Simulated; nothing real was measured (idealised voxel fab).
Title: Process Module voxel local oxidation
The cross-section on display is named cut; it measures 145 nm wide, and its cells are 5 nm squares.
In what follows, cross-sections appear as grids of square cells, described through bands that run from the top down, where every band is one or more rows of cells.
First you get the band's top height and its bottom height, in nm, and then the materials it's made of, left to right, with each width in nm. If you see a single material with "everywhere", that one covers the band edge to edge. "air" is empty space.
Beneath 0, the wafer as received is one material, and that level is where height counting begins. The lowest band goes on downward without a bottom; it is written like "0 nm and below".
You'd read "30..40" like this: the band's top row of cells is as wide as the first number, its bottom row is as wide as the second, and going down, every row changes width by the same amount as the row before did.
"changes: none" after a step means that no cell of the cross-section changed.
In the "Closed-off voids" entry, you get each enclosed empty space of 8 cells or more, one with no open way to the top, written width x height at distance, distance from the left edge, in nm.
It should be noted that, on the line of a given step, the content following the step's settings is a remark produced by the simulator itself with respect to that step.
The line of a step may include "overlay nm". On a step with a mask, this value is how far to the right of its planned place the mask lay. A negative value means the mask lay to the left.

THE FOLLOWING LIST GIVES THE PLANNED PROCESS STEPS
1 RECEIVE: material Si
2 CONFORMAL_DEP: material SiO2, thk nm 5
3 CONFORMAL_DEP: material SiN, thk nm 10
4 PATTERN: tone cover, mask id ACTIVE, material resist, width nm 100, thk nm 20, overlay nm 0
5 DIRECTIONAL_ETCH: etch materials SiN, depth nm 10
6 STRIP: etch materials resist
7 SELECTIVE_ETCH: etch materials SiO2, depth nm 5
8 OXIDIZE: depth nm 15
9 STRIP: etch materials SiN

FIRST OF TWO WAFERS, PROCESSED ACCORDING TO PLAN

AS RECEIVED (POST STEP 1): CROSS-SECTION
* 0 nm and below  Si everywhere
* Closed-off voids: none

STATE OF THE WAFER AFTER STEP 2, SHOWN IN CROSS-SECTION
* 5 nm to 0 nm  SiO2 everywhere
* Below 0, the layers are the same as they were.

STATE OF THE WAFER AFTER STEP 3, SHOWN IN CROSS-SECTION
* 15 nm to 5 nm  SiN everywhere
* Below 5, the layers are the same as they were.

STATE OF THE WAFER AFTER STEP 4, SHOWN IN CROSS-SECTION
* 35 nm to 15 nm  air 20 | resist 100 | air 25
* Below 15, the layers are the same as they were.

STATE OF THE WAFER AFTER STEP 5, SHOWN IN CROSS-SECTION
* 35 nm to 15 nm  air 20 | resist 100 | air 25
* 15 nm to 5 nm  air 20 | SiN 100 | air 25
* Below 5, the layers are the same as they were.

STATE OF THE WAFER AFTER STEP 6, SHOWN IN CROSS-SECTION
* 15 nm to 5 nm  air 20 | SiN 100 | air 25
* Below 5, the layers are the same as they were.

STATE OF THE WAFER AFTER STEP 7, SHOWN IN CROSS-SECTION
* 15 nm to 5 nm  air 20 | SiN 100 | air 25
* 5 nm to 0 nm  air 25 | SiO2 90 | air 30
* Below 0, the layers are the same as they were.

STATE OF THE WAFER AFTER STEP 8, SHOWN IN CROSS-SECTION
* 15 nm to 5 nm  air 20 | SiN 100 | air 25
* 5 nm to 0 nm  air 25 | SiO2 90 | air 30
* 0 nm to -15 nm  SiO2 40 | Si 60 | SiO2 45
* Below -15, the layers are the same as they were.

STATE OF THE WAFER AFTER STEP 9, SHOWN IN CROSS-SECTION
* 5 nm to 0 nm  air 25 | SiO2 90 | air 30
* Below 0, the layers are the same as they were.

FOR THE SECOND WAFER, TAKE THE FIRST WAFER'S START AND PLAN, THEN ADD ONE MISTAKE MADE IN RUNNING IT; EVERYTHING THROUGH STEP 7, THAT STEP INCLUDED, IS SHARED WITH THE FIRST

PLANNED END OF STEP 8: SECOND WAFER, CROSS-SECTION
* 5 nm to 0 nm  air 25 | SiO2 90 | air 30
* Below 0, the layers are the same as they were.

PLANNED END OF STEP 9: SECOND WAFER, CROSS-SECTION
* 5 nm to 0 nm  air 25 | SiO2 90 | air 30
* 0 nm to -15 nm  SiO2 40 | Si 60 | SiO2 45
* Below -15, the layers are the same as they were.
Finding, execution versus plan: steps 8 and 9 were swapped
The two wafers finish with the same cross-section, and therefore the mistake leaves the computed outcome of this model unchanged.
